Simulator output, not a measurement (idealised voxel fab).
The name of this process module is voxel transistor to metal.
For reference, the cross-section in this document is cut, with width 170 nm and square cells of 5 nm.
Cross-section spec: square-cell grid; bands listed top down; each band is one or more rows. Band: top height; bottom height; in nm. Then, left to right: material with width in nm, for each material. "full width": a single material spanning edge to edge. "air": empty space. All heights in this document are referenced to 0, defined as the level beneath which the wafer, as received, consists entirely of one material. The lowest band is not bounded below; it extends indefinitely downward and is written in the form "0 -> down". Note: "30..40" means the width goes from the first number (top row of the band) to the second number (bottom row) in equal steps per row of cells. Step note "same as before" = no cross-section cell changed. "Fully sealed voids" lists enclosed empty spaces (at least 8 cells, no open path upward to the top), each as width x height at distance from the left edge, in nm. If you see something after the settings on a step's line, that's the simulator's own remark about that step. overlay nm: mask right of planned place by this much (step with mask). Neg. = left.
## The following list gives the planned process steps
1. RECEIVE: material Si
2. CONFORMAL_DEP: material SiO2, thk nm 5
3. CONFORMAL_DEP: material SiN, thk nm 15
4. PATTERN: tone cover, mask id ACTIVE, material resist, width nm 85, thk nm 20, overlay nm 0
5. DIRECTIONAL_ETCH: etch materials SiN, depth nm 15
6. DIRECTIONAL_ETCH: etch materials SiO2, depth nm 5
7. DIRECTIONAL_ETCH: etch materials Si, depth nm 25
8. STRIP: etch materials resist
9. OXIDIZE: depth nm 5
10. FILL_DEP: material SiO2, thk nm 5
11. CMP: height nm 20
12. SELECTIVE_ETCH: etch materials SiO2, depth nm 5
13. STRIP: etch materials SiN
14. SELECTIVE_ETCH: etch materials SiO2, depth nm 5
15. OXIDIZE: depth nm 5
16. DIRECTIONAL_DEP: material polySi, thk nm 25
17. DIRECTIONAL_DEP: material SiCN, thk nm 15
18. PATTERN: tone cover, mask id GATE, material resist, width nm 15, thk nm 20, overlay nm 0
19. DIRECTIONAL_ETCH: etch materials SiCN, depth nm 25
20. DIRECTIONAL_ETCH: etch materials polySi, depth nm 35
21. STRIP: etch materials resist
22. CONFORMAL_DEP: material SiN, thk nm 10
23. DIRECTIONAL_ETCH: etch materials SiN, depth nm 10
24. DIRECTIONAL_ETCH: etch materials SiO2, depth nm 5
25. DIRECTIONAL_ETCH: etch materials Si, depth nm 15
26. EPI: material nSi, thk nm 15
27. FILL_DEP: material SiO2, thk nm 5
28. CMP: height nm 40
29. DIRECTIONAL_DEP: material SiO2, thk nm 15
30. MASKED_ETCH: tone open, mask id CONTACT, width nm 15, pitch nm 60, etch materials SiO2, depth nm 60, overlay nm 0
31. CONFORMAL_DEP: material TiN, thk nm 5
32. FILL_DEP: material Ru, thk nm 5
33. CMP: height nm 55
34. DIRECTIONAL_DEP: material TiN, thk nm 5
35. DIRECTIONAL_DEP: material Ru, thk nm 15
36. MASKED_ETCH: tone cover, mask id METAL_1, width nm 15, pitch nm 60, etch materials Ru, depth nm 15, overlay nm 0
37. MASKED_ETCH: tone cover, mask id METAL_1, width nm 15, pitch nm 60, etch materials TiN, depth nm 5, overlay nm 0
38. FILL_DEP: material lowk, thk nm 10
39. CMP: height nm 75
40. CONFORMAL_DEP: material SiCN, thk nm 5
41. DIRECTIONAL_DEP: material SiO2, thk nm 25
42. PATTERN: tone open, mask id METAL_2, material resist, width nm 15, pitch nm 60, thk nm 15, overlay nm 0
43. DIRECTIONAL_ETCH: etch materials SiO2, depth nm 15
44. STRIP: etch materials resist
45. DIRECTIONAL_DEP: material aC, thk nm 15
46. PATTERN: tone open, mask id METAL_2_HOLES, material resist, width nm 15, pitch nm 60, thk nm 35, overlay nm 0
47. DIRECTIONAL_ETCH: etch materials aC, depth nm 15
48. STRIP: etch materials resist
49. DIRECTIONAL_ETCH: etch materials SiO2, depth nm 10
50. DIRECTIONAL_ETCH: etch materials SiCN, depth nm 5
51. STRIP: etch materials aC
52. CONFORMAL_DEP: material TiN, thk nm 5
53. FILL_DEP: material Ru, thk nm 5
54. CMP: height nm 105
55. CONFORMAL_DEP: material SiCN, thk nm 5
## Shown in cross-section is the wafer as received, that is, as it stands after step 1
    0 -> down  Si full width
    Fully sealed voids: none
## Here's the cross-section of the first of our two wafers at the end of the module - it ran as planned
    110 -> 105  SiCN full width
    105 -> 80  SiO2=45  TiN=5  Ru=5  TiN=5  SiO2=45  TiN=5  Ru=5  TiN=5  SiO2=50
    80 -> 75  SiCN=45  TiN=15  SiCN=45  TiN=15  SiCN=50
    75 -> 60  lowk=45  Ru=15  lowk=45  Ru=15  lowk=50
    60 -> 55  lowk=45  TiN=15  lowk=45  TiN=15  lowk=50
    55 -> 40  SiO2=45  TiN=5  Ru=5  TiN=5  SiO2=45  TiN=5  Ru=5  TiN=5  SiO2=50
    40 -> 25  SiO2=45  TiN=5  Ru=5  TiN=5  SiO2=5  SiN=10  SiCN=15  SiN=10  SiO2=5  TiN=5  Ru=5  TiN=5  SiO2=50
    25 -> 15  SiO2=45  TiN=5  Ru=5  TiN=5  SiO2=5  SiN=10  polySi=15  SiN=10  SiO2=5  TiN=5  Ru=5  TiN=5  SiO2=50
    15 -> 10  SiO2=45  TiN=15  SiO2=5  SiN=10  polySi=15  SiN=10  SiO2=5  TiN=15  SiO2=50
    10 -> 0  SiO2=35  SiN=10  TiN=5  nSi=15  SiN=10  polySi=15  SiN=10  nSi=15  TiN=5  SiN=10  SiO2=40
    0 -> -5  SiO2=45  TiN=5  nSi=15  SiO2=35  nSi=15  TiN=5  SiO2=50
    -5 -> -20  SiO2=45  nSi=20  Si=35  nSi=20  SiO2=50
    -20 -> -30  SiO2=45  Si=75  SiO2=50
    -30 -> down  Si full width
    Fully sealed voids: none
## Cross-section at end of module for the second wafer of two, which matched the first in starting point and plan and differed by one mistake in its processing
    110 -> 105  SiCN full width
    105 -> 80  SiO2=45  TiN=5  Ru=5  TiN=5  SiO2=45  TiN=5  Ru=5  TiN=5  SiO2=50
    80 -> 75  SiCN=45  TiN=15  SiCN=45  TiN=15  SiCN=50
    75 -> 60  lowk=45  Ru=15  lowk=45  Ru=15  lowk=50
    60 -> 55  lowk=45  TiN=15  lowk=45  TiN=15  lowk=50
    55 -> 40  SiO2=45  TiN=5  Ru=5  TiN=5  SiO2=45  TiN=5  Ru=5  TiN=5  SiO2=50
    40 -> 30  SiO2=45  TiN=5  Ru=5  TiN=5  SiO2=5  SiN=10  SiCN=15  SiN=10  SiO2=5  TiN=5  Ru=5  TiN=5  SiO2=50
    30 -> 25  SiO2=45  TiN=15  SiO2=5  SiN=10  SiCN=15  SiN=10  SiO2=5  TiN=15  SiO2=50
    25 -> 10  SiO2=45  TiN=5  SiO2=15  SiN=10  polySi=15  SiN=10  SiO2=15  TiN=5  SiO2=50
    10 -> 0  SiO2=35  SiN=10  SiO2=5  nSi=15  SiN=10  polySi=15  SiN=10  nSi=15  SiO2=5  SiN=10  SiO2=40
    0 -> -5  SiO2=50  nSi=15  SiO2=35  nSi=15  SiO2=55
    -5 -> -20  SiO2=45  nSi=20  Si=35  nSi=20  SiO2=50
    -20 -> -30  SiO2=45  Si=75  SiO2=50
    -30 -> down  Si full width
    Fully sealed voids: none
What was the processing mistake? note: step 29 <-> step 30, run order reversed vs plan
Upon completion, the second wafer contains, in terms of cells, a greater or smaller amount of certain materials than the first wafer: 6 fewer of Ru; 18 more of SiO2; 12 fewer of TiN
